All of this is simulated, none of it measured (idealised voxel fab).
You're looking at the process module voxel ribs on slabs.
In the cross-section labelled cut, the width is 205 nm and each square cell is 5 nm.
Square cells in a grid make up a cross-section in this document, and the grid is given as bands, listed from the top down, each one or more rows of cells.
A band entry consists of two parts. The first gives the height of the band's top and the height of its bottom, in nm. The rest lists the band's materials from left to right, each with its width in nm. A single material labelled with the word "everywhere" fills the band from edge to edge, and the word "empty" marks empty space.
Heads up on the height convention: 0 is the point under which the incoming wafer is all one material, and the lowest band has no bottom, it just keeps going down, like "top 0, no bottom".
You'd read "30->40" like this: the band's top row of cells is as wide as the first number, its bottom row is as wide as the second, and going down, every row changes width by the same amount as the row before did.
It should be understood that the words "nothing got changed", when stated for a given step, signify that the cross-section underwent no change in any of its cells during that step.
"Non-vented voids" - sealed voids, min. 8 cells, no opening to top; format: width x height at distance (distance from left edge; nm throughout).
That trailing text on a step's line, after the settings, is the simulator's own remark on the step.
overlay nm: mask offset rightward from planned place, masked step; negative means leftward offset.
**Process steps - plan**
1. RECEIVE with material Si
2. DIRECTIONAL_DEP with material SiO2, thk nm 25
3. DIRECTIONAL_DEP with material SiN, thk nm 15
4. DIRECTIONAL_DEP with material aC, thk nm 10
5. PATTERN with tone cover, mask id RIB, material resist, width nm 20, thk nm 25, overlay nm 0
6. DIRECTIONAL_ETCH with etch materials aC, depth nm 10
7. STRIP with etch materials resist
8. DIRECTIONAL_ETCH with etch materials SiN, depth nm 5
9. STRIP with etch materials aC
10. MASKED_ETCH with tone cover, mask id SLAB, width nm 60, etch materials SiN, depth nm 10, overlay nm 0
11. FILL_DEP with material SiO2, thk nm 15
12. CMP with height nm 50
13. DIRECTIONAL_DEP with material W, thk nm 10
14. PATTERN with tone cover, mask id HEATER, material resist, width nm 30, thk nm 15, overlay nm 0
15. DIRECTIONAL_ETCH with etch materials W, depth nm 10
16. STRIP with etch materials resist
17. CONFORMAL_DEP with material SiN, thk nm 5
**What follows covers the first of two wafers; it ran as planned**
**As-received wafer cross-section (after step 1)**
    top 0, no bottom | Si everywhere
    Non-vented voids: none
**Wafer after step 2 (cross-section)**
    top 25, bottom 0 | SiO2 everywhere
    Note: structure below 0 unchanged.
**Wafer after step 3 (cross-section)**
    top 40, bottom 25 | SiN everywhere
    Note: structure below 25 unchanged.
**Wafer after step 4 (cross-section)**
    top 50, bottom 40 | aC everywhere
    Note: structure below 40 unchanged.
**Wafer after step 5 (cross-section)**
    top 75, bottom 50 | empty=90, resist=20, empty=95
    Note: structure below 50 unchanged.
**Wafer after step 6 (cross-section)**
    top 65, bottom 50 | empty=90, resist=20, empty=95
    top 50, bottom 40 | empty=90, aC=20, empty=95
    Note: structure below 40 unchanged.
**Wafer after step 7 (cross-section)**
    top 50, bottom 40 | empty=90, aC=20, empty=95
    Note: structure below 40 unchanged.
**Wafer after step 8 (cross-section)**
    top 50, bottom 40 | empty=90, aC=20, empty=95
    top 40, bottom 35 | empty=90, SiN=20, empty=95
    Note: structure below 35 unchanged.
**Wafer after step 9 (cross-section)**
    top 40, bottom 35 | empty=90, SiN=20, empty=95
    Note: structure below 35 unchanged.
**Wafer after step 10 (cross-section)**
    top 40, bottom 35 | empty=90, SiN=20, empty=95
    top 35, bottom 25 | empty=70, SiN=60, empty=75
    Note: structure below 25 unchanged.
**Wafer after step 11 (cross-section)**
    top 55, bottom 40 | SiO2 everywhere
    top 40, bottom 35 | SiO2=90, SiN=20, SiO2=95
    top 35, bottom 25 | SiO2=70, SiN=60, SiO2=75
    Note: structure below 25 unchanged.
**Wafer after step 12 (cross-section)**
    top 50, bottom 40 | SiO2 everywhere
    Note: structure below 40 unchanged.
**Wafer after step 13 (cross-section)**
    top 60, bottom 50 | W everywhere
    Note: structure below 50 unchanged.
**Wafer after step 14 (cross-section)**
    top 75, bottom 60 | empty=85, resist=30, empty=90
    Note: structure below 60 unchanged.
**Wafer after step 15 (cross-section)**
    top 75, bottom 60 | empty=85, resist=30, empty=90
    top 60, bottom 50 | empty=85, W=30, empty=90
    Note: structure below 50 unchanged.
**Wafer after step 16 (cross-section)**
    top 60, bottom 50 | empty=85, W=30, empty=90
    Note: structure below 50 unchanged.
**Wafer after step 17 (cross-section)**
    top 65, bottom 60 | empty=80, SiN=40, empty=85
    top 60, bottom 55 | empty=80, SiN=5, W=30, SiN=5, empty=85
    top 55, bottom 50 | SiN=85, W=30, SiN=90
    Note: structure below 50 unchanged.
**The second wafer began exactly as the first did and followed the same plan, but one mistake was made while running it; through step 13 inclusive, the two wafers are identical**
**X-section, second wafer, when step 14 was due to finish**
    top 75, bottom 60 | empty=80, resist=30, empty=95
    Note: structure below 60 unchanged.
**X-section, second wafer, when step 15 was due to finish**
    top 75, bottom 60 | empty=80, resist=30, empty=95
    top 60, bottom 50 | empty=80, W=30, empty=95
    Note: structure below 50 unchanged.
**X-section, second wafer, when step 16 was due to finish**
    top 60, bottom 50 | empty=80, W=30, empty=95
    Note: structure below 50 unchanged.
**X-section, second wafer, when step 17 was due to finish**
    top 65, bottom 60 | empty=75, SiN=40, empty=90
    top 60, bottom 55 | empty=75, SiN=5, W=30, SiN=5, empty=90
    top 55, bottom 50 | SiN=80, W=30, SiN=95
    Note: structure below 50 unchanged.
Nonconformance to the process plan: note that step 14 departed from the planned setting and was carried out as PATTERN with tone cover, mask id HEATER, material resist, width nm 30, thk nm 15, overlay nm -5
When the process is done, the second wafer contains the same cell count of every material as the first wafer, but distributed over other locations.
